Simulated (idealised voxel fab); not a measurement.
Herein follows the process module entitled voxel capacitor over wiring.
Section cut is 160 nm wide and gridded with 5 nm square cells.
The cross-sections in this document take the form of a grid made of square cells. They are written out as bands, in order from top to bottom. Each band consists of one or more rows of cells. Top height, bottom height, nm. Materials left to right, width each, nm. Single material + "everywhere" = fills band edge to edge. "air" = empty. A quick word on heights: they are counted from 0, and under that level the wafer as it came to us is one material throughout. The lowest band is different from the rest in having no bottom; it simply continues downward, written as in "z 0 and below". Width spec "30..40" -> top row of cells at first value, bottom row at second value, equal per-row change in between. "nothing different" means the step left every cell of the cross-section as it was. Entry "Closed internal cavities". Content: empty spaces with no open connection to the top, size 8 cells or greater. Each: width x height at distance. Distance: from left edge. Unit: nm. Text after the settings on a step's line: the simulator's own remark on that step. Regarding "overlay nm": on a step with a mask, it is the distance the mask lay to the right of its planned place; a negative value places it to the left.
# Steps planned for the process
1 RECEIVE with material Si
2 CONFORMAL_DEP with material SiO2, thk nm 15
3 CONFORMAL_DEP with material SiCN, thk nm 5
4 DIRECTIONAL_DEP with material SiO2, thk nm 20
5 DIRECTIONAL_DEP with material aC, thk nm 15
6 PATTERN with tone open, mask id METAL_1, material resist, width nm 20, pitch nm 70, thk nm 35, overlay nm 0
7 DIRECTIONAL_ETCH with etch materials aC, depth nm 15
8 STRIP with etch materials resist
9 DIRECTIONAL_ETCH with etch materials SiO2, depth nm 20
10 DIRECTIONAL_ETCH with etch materials SiCN, depth nm 5
11 STRIP with etch materials aC
12 CONFORMAL_DEP with material TiN, thk nm 5
13 FILL_DEP with material Cu, thk nm 5
14 CMP with height nm 40
15 EPI with material Ru, thk nm 5
16 FILL_DEP with material SiCN, thk nm 5
17 DIRECTIONAL_DEP with material lowk, thk nm 10
18 PATTERN with tone open, mask id PLUG_1, material resist, width nm 15, thk nm 20, overlay nm 0
19 DIRECTIONAL_ETCH with etch materials lowk, depth nm 10
20 DIRECTIONAL_ETCH with etch materials SiCN, depth nm 5
21 STRIP with etch materials resist
22 CONFORMAL_DEP with material TiN, thk nm 5
23 FILL_DEP with material W, thk nm 5
24 CMP with height nm 60
25 DIRECTIONAL_DEP with material TiN, thk nm 5
26 DIRECTIONAL_DEP with material SiN, thk nm 5
27 DIRECTIONAL_DEP with material TiN, thk nm 10
28 DIRECTIONAL_DEP with material aC, thk nm 15
29 PATTERN with tone cover, mask id UPPER_PLATE, material resist, width nm 55, thk nm 35, overlay nm 0
30 DIRECTIONAL_ETCH with etch materials aC, depth nm 15
31 STRIP with etch materials resist
32 DIRECTIONAL_ETCH with etch materials TiN, depth nm 10
33 DIRECTIONAL_ETCH with etch materials SiN, depth nm 5
34 STRIP with etch materials aC
35 PATTERN with tone cover, mask id LOWER_PLATE, material resist, width nm 65, thk nm 20, overlay nm 0
36 DIRECTIONAL_ETCH with etch materials TiN, depth nm 5
37 STRIP with etch materials resist
38 FILL_DEP with material SiO2, thk nm 15
39 CMP with height nm 90
40 MASKED_ETCH with tone open, mask id PLUG_2, width nm 15, etch materials SiO2, depth nm 10, overlay nm 0
41 CONFORMAL_DEP with material TiN, thk nm 5
42 FILL_DEP with material Cu, thk nm 10
43 CMP with height nm 90
44 CONFORMAL_DEP with material SiN, thk nm 5
# Account of the first of two wafers, which was processed as intended
# Received-state cross-section, reflecting completion of step 1
  z 0 and below = Si everywhere
  Closed internal cavities: none
# The following cross-section depicts the wafer upon completion of step 2
  z 15 to 0 = SiO2 everywhere
  Nothing below the height 0 has changed.
# The following cross-section depicts the wafer upon completion of step 3
  z 20 to 15 = SiCN everywhere
  Nothing below the height 15 has changed.
# The following cross-section depicts the wafer upon completion of step 4
  z 40 to 20 = SiO2 everywhere
  Nothing below the height 20 has changed.
# The following cross-section depicts the wafer upon completion of step 5
  z 55 to 40 = aC everywhere
  Nothing below the height 40 has changed.
# The following cross-section depicts the wafer upon completion of step 6
  z 90 to 55 = resist: 35, then air: 20, then resist: 50, then air: 20, then resist: 35
  Nothing below the height 55 has changed.
# The following cross-section depicts the wafer upon completion of step 7
  z 75 to 55 = resist: 35, then air: 20, then resist: 50, then air: 20, then resist: 35
  z 55 to 40 = aC: 35, then air: 20, then aC: 50, then air: 20, then aC: 35
  Nothing below the height 40 has changed.
# The following cross-section depicts the wafer upon completion of step 8
  z 55 to 40 = aC: 35, then air: 20, then aC: 50, then air: 20, then aC: 35
  Nothing below the height 40 has changed.
# The following cross-section depicts the wafer upon completion of step 9
  z 55 to 40 = aC: 35, then air: 20, then aC: 50, then air: 20, then aC: 35
  z 40 to 20 = SiO2: 35, then air: 20, then SiO2: 50, then air: 20, then SiO2: 35
  Nothing below the height 20 has changed.
# The following cross-section depicts the wafer upon completion of step 10
  z 55 to 40 = aC: 35, then air: 20, then aC: 50, then air: 20, then aC: 35
  z 40 to 20 = SiO2: 35, then air: 20, then SiO2: 50, then air: 20, then SiO2: 35
  z 20 to 15 = SiCN: 35, then air: 20, then SiCN: 50, then air: 20, then SiCN: 35
  Nothing below the height 15 has changed.
# The following cross-section depicts the wafer upon completion of step 11
  z 40 to 20 = SiO2: 35, then air: 20, then SiO2: 50, then air: 20, then SiO2: 35
  Nothing below the height 20 has changed.
# The following cross-section depicts the wafer upon completion of step 12
  z 45 to 40 = TiN: 40, then air: 10, then TiN: 60, then air: 10, then TiN: 40
  z 40 to 20 = SiO2: 35, then TiN: 5, then air: 10, then TiN: 5, then SiO2: 50, then TiN: 5, then air: 10, then TiN: 5, then SiO2: 35
  z 20 to 15 = SiCN: 35, then TiN: 20, then SiCN: 50, then TiN: 20, then SiCN: 35
  Nothing below the height 15 has changed.
# The following cross-section depicts the wafer upon completion of step 13
  z 50 to 45 = Cu everywhere
  z 45 to 40 = TiN: 40, then Cu: 10, then TiN: 60, then Cu: 10, then TiN: 40
  z 40 to 20 = SiO2: 35, then TiN: 5, then Cu: 10, then TiN: 5, then SiO2: 50, then TiN: 5, then Cu: 10, then TiN: 5, then SiO2: 35
  Nothing below the height 20 has changed.
# The following cross-section depicts the wafer upon completion of step 14
  z 40 to 20 = SiO2: 35, then TiN: 5, then Cu: 10, then TiN: 5, then SiO2: 50, then TiN: 5, then Cu: 10, then TiN: 5, then SiO2: 35
  Nothing below the height 20 has changed.
# The following cross-section depicts the wafer upon completion of step 15
  z 45 to 40 = air: 30, then Ru: 30, then air: 40, then Ru: 30, then air: 30
  Nothing below the height 40 has changed.
# The following cross-section depicts the wafer upon completion of step 16
  z 50 to 45 = SiCN everywhere
  z 45 to 40 = SiCN: 30, then Ru: 30, then SiCN: 40, then Ru: 30, then SiCN: 30
  Nothing below the height 40 has changed.
# The following cross-section depicts the wafer upon completion of step 17
  z 60 to 50 = lowk everywhere
  Nothing below the height 50 has changed.
# The following cross-section depicts the wafer upon completion of step 18
  z 80 to 60 = resist: 40, then air: 15, then resist: 105
  Nothing below the height 60 has changed.
# The following cross-section depicts the wafer upon completion of step 19
  z 80 to 60 = resist: 40, then air: 15, then resist: 105
  z 60 to 50 = lowk: 40, then air: 15, then lowk: 105
  Nothing below the height 50 has changed.
# The following cross-section depicts the wafer upon completion of step 20
  z 80 to 60 = resist: 40, then air: 15, then resist: 105
  z 60 to 50 = lowk: 40, then air: 15, then lowk: 105
  z 50 to 45 = SiCN: 40, then air: 15, then SiCN: 105
  Nothing below the height 45 has changed.
# The following cross-section depicts the wafer upon completion of step 21
  z 60 to 50 = lowk: 40, then air: 15, then lowk: 105
  Nothing below the height 50 has changed.
# The following cross-section depicts the wafer upon completion of step 22
  z 65 to 60 = TiN: 45, then air: 5, then TiN: 110
  z 60 to 50 = lowk: 40, then TiN: 5, then air: 5, then TiN: 5, then lowk: 105
  z 50 to 45 = SiCN: 40, then TiN: 15, then SiCN: 105
  Nothing below the height 45 has changed.
# The following cross-section depicts the wafer upon completion of step 23
  z 70 to 65 = W everywhere
  z 65 to 60 = TiN: 45, then W: 5, then TiN: 110
  z 60 to 50 = lowk: 40, then TiN: 5, then W: 5, then TiN: 5, then lowk: 105
  Nothing below the height 50 has changed.
# The following cross-section depicts the wafer upon completion of step 24
  z 60 to 50 = lowk: 40, then TiN: 5, then W: 5, then TiN: 5, then lowk: 105
  Nothing below the height 50 has changed.
# The following cross-section depicts the wafer upon completion of step 25
  z 65 to 60 = TiN everywhere
  Nothing below the height 60 has changed.
# The following cross-section depicts the wafer upon completion of step 26
  z 70 to 65 = SiN everywhere
  Nothing below the height 65 has changed.
# The following cross-section depicts the wafer upon completion of step 27
  z 80 to 70 = TiN everywhere
  Nothing below the height 70 has changed.
# The following cross-section depicts the wafer upon completion of step 28
  z 95 to 80 = aC everywhere
  Nothing below the height 80 has changed.
# The following cross-section depicts the wafer upon completion of step 29
  z 130 to 95 = air: 40, then resist: 55, then air: 65
  Nothing below the height 95 has changed.
# The following cross-section depicts the wafer upon completion of step 30
  z 115 to 95 = air: 40, then resist: 55, then air: 65
  z 95 to 80 = air: 40, then aC: 55, then air: 65
  Nothing below the height 80 has changed.
# The following cross-section depicts the wafer upon completion of step 31
  z 95 to 80 = air: 40, then aC: 55, then air: 65
  Nothing below the height 80 has changed.
# The following cross-section depicts the wafer upon completion of step 32
  z 95 to 80 = air: 40, then aC: 55, then air: 65
  z 80 to 70 = air: 40, then TiN: 55, then air: 65
  Nothing below the height 70 has changed.
# The following cross-section depicts the wafer upon completion of step 33
  z 95 to 80 = air: 40, then aC: 55, then air: 65
  z 80 to 70 = air: 40, then TiN: 55, then air: 65
  z 70 to 65 = air: 40, then SiN: 55, then air: 65
  Nothing below the height 65 has changed.
# The following cross-section depicts the wafer upon completion of step 34
  z 80 to 70 = air: 40, then TiN: 55, then air: 65
  Nothing below the height 70 has changed.
# The following cross-section depicts the wafer upon completion of step 35
  z 100 to 80 = air: 35, then resist: 65, then air: 60
  z 80 to 70 = air: 35, then resist: 5, then TiN: 55, then resist: 5, then air: 60
  z 70 to 65 = air: 35, then resist: 5, then SiN: 55, then resist: 5, then air: 60
  Nothing below the height 65 has changed.
# The following cross-section depicts the wafer upon completion of step 36
  z 100 to 80 = air: 35, then resist: 65, then air: 60
  z 80 to 70 = air: 35, then resist: 5, then TiN: 55, then resist: 5, then air: 60
  z 70 to 65 = air: 35, then resist: 5, then SiN: 55, then resist: 5, then air: 60
  z 65 to 60 = air: 35, then TiN: 65, then air: 60
  Nothing below the height 60 has changed.
# The following cross-section depicts the wafer upon completion of step 37
  z 80 to 70 = air: 40, then TiN: 55, then air: 65
  z 70 to 65 = air: 40, then SiN: 55, then air: 65
  Nothing below the height 65 has changed.
# The following cross-section depicts the wafer upon completion of step 38
  z 95 to 80 = SiO2 everywhere
  z 80 to 70 = SiO2: 40, then TiN: 55, then SiO2: 65
  z 70 to 65 = SiO2: 40, then SiN: 55, then SiO2: 65
  z 65 to 60 = SiO2: 35, then TiN: 65, then SiO2: 60
  Nothing below the height 60 has changed.
# The following cross-section depicts the wafer upon completion of step 39
  z 90 to 80 = SiO2 everywhere
  Nothing below the height 80 has changed.
# The following cross-section depicts the wafer upon completion of step 40
  z 90 to 80 = SiO2: 50, then air: 15, then SiO2: 95
  Nothing below the height 80 has changed.
# The following cross-section depicts the wafer upon completion of step 41
  z 95 to 90 = TiN: 55, then air: 5, then TiN: 100
  z 90 to 85 = SiO2: 50, then TiN: 5, then air: 5, then TiN: 5, then SiO2: 95
  z 85 to 80 = SiO2: 50, then TiN: 15, then SiO2: 95
  Nothing below the height 80 has changed.
# The following cross-section depicts the wafer upon completion of step 42
  z 105 to 95 = Cu everywhere
  z 95 to 90 = TiN: 55, then Cu: 5, then TiN: 100
  z 90 to 85 = SiO2: 50, then TiN: 5, then Cu: 5, then TiN: 5, then SiO2: 95
  Nothing below the height 85 has changed.
# The following cross-section depicts the wafer upon completion of step 43
  z 90 to 85 = SiO2: 50, then TiN: 5, then Cu: 5, then TiN: 5, then SiO2: 95
  Nothing below the height 85 has changed.
# The following cross-section depicts the wafer upon completion of step 44
  z 95 to 90 = SiN everywhere
  Nothing below the height 90 has changed.
# Second wafer. Start and plan as for the first. One mistake made in running. Agrees with the first up to and including step 17
# The second wafer cut through, at the time step 18 was supposed to be finished
  z 80 to 60 = air: 40, then resist: 15, then air: 105
  Nothing below the height 60 has changed.
# The second wafer cut through, at the time step 19 was supposed to be finished
  z 80 to 60 = air: 40, then resist: 15, then air: 105
  z 60 to 50 = air: 40, then lowk: 15, then air: 105
  Nothing below the height 50 has changed.
# The second wafer cut through, at the time step 20 was supposed to be finished
  z 80 to 60 = air: 40, then resist: 15, then air: 105
  z 60 to 50 = air: 40, then lowk: 15, then air: 105
  z 50 to 45 = air: 40, then SiCN: 15, then air: 105
  Nothing below the height 45 has changed.
# The second wafer cut through, at the time step 21 was supposed to be finished
  z 60 to 50 = air: 40, then lowk: 15, then air: 105
  Nothing below the height 50 has changed.
# The second wafer cut through, at the time step 22 was supposed to be finished
  z 65 to 60 = air: 35, then TiN: 25, then air: 100
  z 60 to 50 = air: 35, then TiN: 5, then lowk: 15, then TiN: 5, then air: 100
  z 50 to 45 = TiN: 40, then SiCN: 15, then TiN: 105
  Nothing below the height 45 has changed.
# The second wafer cut through, at the time step 23 was supposed to be finished
  z 70 to 65 = W everywhere
  z 65 to 60 = W: 35, then TiN: 25, then W: 100
  z 60 to 50 = W: 35, then TiN: 5, then lowk: 15, then TiN: 5, then W: 100
  Nothing below the height 50 has changed.
# The second wafer cut through, at the time step 24 was supposed to be finished
  z 60 to 50 = W: 35, then TiN: 5, then lowk: 15, then TiN: 5, then W: 100
  Nothing below the height 50 has changed.
# The second wafer cut through, at the time step 25 was supposed to be finished
  z 65 to 60 = TiN everywhere
  Nothing below the height 60 has changed.
# The second wafer cut through, at the time step 26 was supposed to be finished
  z 70 to 65 = SiN everywhere
  Nothing below the height 65 has changed.
# The second wafer cut through, at the time step 27 was supposed to be finished
  z 80 to 70 = TiN everywhere
  Nothing below the height 70 has changed.
# The second wafer cut through, at the time step 28 was supposed to be finished
  z 95 to 80 = aC everywhere
  Nothing below the height 80 has changed.
# The second wafer cut through, at the time step 29 was supposed to be finished
  z 130 to 95 = air: 40, then resist: 55, then air: 65
  Nothing below the height 95 has changed.
# The second wafer cut through, at the time step 30 was supposed to be finished
  z 115 to 95 = air: 40, then resist: 55, then air: 65
  z 95 to 80 = air: 40, then aC: 55, then air: 65
  Nothing below the height 80 has changed.
# The second wafer cut through, at the time step 31 was supposed to be finished
  z 95 to 80 = air: 40, then aC: 55, then air: 65
  Nothing below the height 80 has changed.
# The second wafer cut through, at the time step 32 was supposed to be finished
  z 95 to 80 = air: 40, then aC: 55, then air: 65
  z 80 to 70 = air: 40, then TiN: 55, then air: 65
  Nothing below the height 70 has changed.
# The second wafer cut through, at the time step 33 was supposed to be finished
  z 95 to 80 = air: 40, then aC: 55, then air: 65
  z 80 to 70 = air: 40, then TiN: 55, then air: 65
  z 70 to 65 = air: 40, then SiN: 55, then air: 65
  Nothing below the height 65 has changed.
# The second wafer cut through, at the time step 34 was supposed to be finished
  z 80 to 70 = air: 40, then TiN: 55, then air: 65
  Nothing below the height 70 has changed.
# The second wafer cut through, at the time step 35 was supposed to be finished
  z 100 to 80 = air: 35, then resist: 65, then air: 60
  z 80 to 70 = air: 35, then resist: 5, then TiN: 55, then resist: 5, then air: 60
  z 70 to 65 = air: 35, then resist: 5, then SiN: 55, then resist: 5, then air: 60
  Nothing below the height 65 has changed.
# The second wafer cut through, at the time step 36 was supposed to be finished
  z 100 to 80 = air: 35, then resist: 65, then air: 60
  z 80 to 70 = air: 35, then resist: 5, then TiN: 55, then resist: 5, then air: 60
  z 70 to 65 = air: 35, then resist: 5, then SiN: 55, then resist: 5, then air: 60
  z 65 to 60 = air: 35, then TiN: 65, then air: 60
  Nothing below the height 60 has changed.
# The second wafer cut through, at the time step 37 was supposed to be finished
  z 80 to 70 = air: 40, then TiN: 55, then air: 65
  z 70 to 65 = air: 40, then SiN: 55, then air: 65
  Nothing below the height 65 has changed.
# The second wafer cut through, at the time step 38 was supposed to be finished
  z 95 to 80 = SiO2 everywhere
  z 80 to 70 = SiO2: 40, then TiN: 55, then SiO2: 65
  z 70 to 65 = SiO2: 40, then SiN: 55, then SiO2: 65
  z 65 to 60 = SiO2: 35, then TiN: 65, then SiO2: 60
  Nothing below the height 60 has changed.
# The second wafer cut through, at the time step 39 was supposed to be finished
  z 90 to 80 = SiO2 everywhere
  Nothing below the height 80 has changed.
# The second wafer cut through, at the time step 40 was supposed to be finished
  z 90 to 80 = SiO2: 50, then air: 15, then SiO2: 95
  Nothing below the height 80 has changed.
# The second wafer cut through, at the time step 41 was supposed to be finished
  z 95 to 90 = TiN: 55, then air: 5, then TiN: 100
  z 90 to 85 = SiO2: 50, then TiN: 5, then air: 5, then TiN: 5, then SiO2: 95
  z 85 to 80 = SiO2: 50, then TiN: 15, then SiO2: 95
  Nothing below the height 80 has changed.
# The second wafer cut through, at the time step 42 was supposed to be finished
  z 105 to 95 = Cu everywhere
  z 95 to 90 = TiN: 55, then Cu: 5, then TiN: 100
  z 90 to 85 = SiO2: 50, then TiN: 5, then Cu: 5, then TiN: 5, then SiO2: 95
  Nothing below the height 85 has changed.
# The second wafer cut through, at the time step 43 was supposed to be finished
  z 90 to 85 = SiO2: 50, then TiN: 5, then Cu: 5, then TiN: 5, then SiO2: 95
  Nothing below the height 85 has changed.
# The second wafer cut through, at the time step 44 was supposed to be finished
  z 95 to 90 = SiN everywhere
  Nothing below the height 90 has changed.
Nonconformance to the process plan: step 18 was not run as planned; what actually ran was PATTERN with tone cover, mask id PLUG_1, material resist, width nm 15, thk nm 20, overlay nm 0
Final cells, second wafer relative to first, materials higher or lower: 26 fewer of SiCN, 26 more of TiN, 52 more of W, 52 fewer of lowk
